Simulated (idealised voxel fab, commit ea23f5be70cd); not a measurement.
The following is a process module called voxel released beams.
Section shown: cut. Width: 220 nm. Cell size: 5 nm, square.
Square cells in a grid make up a cross-section in this document, and the grid is given as bands, listed from the top down, each one or more rows of cells. The entry gives the band's vertical extent as a top height and a bottom height in nm, then its horizontal make-up as materials from left to right, each with a width in nm. "empty" stands for empty space; a single material marked "full width" fills the band edge to edge. Height reference: 0 = level under which incoming wafer is all one material. Lowest band: no bottom, runs on downward, e.g. "0 nm and below". With a width like "30->40", each row of cells in the band differs from the next by the same amount, the top row carrying the first number and the bottom row the second. Take "nothing altered" at face value: in the step it is given for, the cross-section changed in none of its cells. Listed in "Enclosed void list": every empty space of 8 or more cells without an open way to the top. Form: width x height at distance, the distance being from the left edge, all in nm. Text after the settings on a step's line: the simulator's own remark on that step. If you see "overlay nm" on a step's line and that step has a mask, it's telling you how far right of where it was planned the mask ended up; a negative number means it went left instead.
**This section lists the process steps that were planned**
1. RECEIVE,material Si
2. CONFORMAL_DEP,material Al2O3,thk nm 5
3. DIRECTIONAL_DEP,material SiO2,thk nm 10
4. DIRECTIONAL_DEP,material aC,thk nm 15
5. PATTERN,tone open,mask id ANCHOR,material resist,width nm 35,thk nm 35,overlay nm 0
6. DIRECTIONAL_ETCH,etch materials aC,depth nm 15
7. STRIP,etch materials resist
8. DIRECTIONAL_ETCH,etch materials SiO2,depth nm 10
9. STRIP,etch materials aC
10. CONFORMAL_DEP,material polySi,thk nm 10
11. DIRECTIONAL_DEP,material aC,thk nm 15
12. PATTERN,tone cover,mask id BEAM,material resist,width nm 85,thk nm 30,overlay nm 0
13. DIRECTIONAL_ETCH,etch materials aC,depth nm 15
14. STRIP,etch materials resist
15. DIRECTIONAL_ETCH,etch materials polySi,depth nm 10
16. STRIP,etch materials aC
17. STRIP,etch materials SiO2
**As-received state of the wafer in cross-section, equivalent to post-step 1**
  0 nm and below  Si full width
  Enclosed void list: none
**End-of-module cross-section of the first of two wafers, processed as planned**
  25 nm to 15 nm  empty 65; polySi 15; empty 15; polySi 55; empty 70
  15 nm to 5 nm  empty 70; polySi 35; empty 115
  5 nm to 0 nm  Al2O3 full width
  0 nm and below  Si full width
  Enclosed void list: none
**Now the second wafer, cross-sectioned at the end of the module. Nothing different at the start, nothing different in the plan compared with the first, just one mistake when it was actually run**
  25 nm to 15 nm  empty 60; polySi 20; empty 15; polySi 50; empty 75
  15 nm to 5 nm  empty 70; polySi 35; empty 115
  5 nm to 0 nm  Al2O3 full width
  0 nm and below  Si full width
  Enclosed void list: none
Plan not followed: step 12 did not use the planned setting and instead ran as PATTERN,tone cover,mask id BEAM,material resist,width nm 85,thk nm 30,overlay nm -5
At the close, every material occupies the same number of cells on the second wafer as on the first, only in different positions.
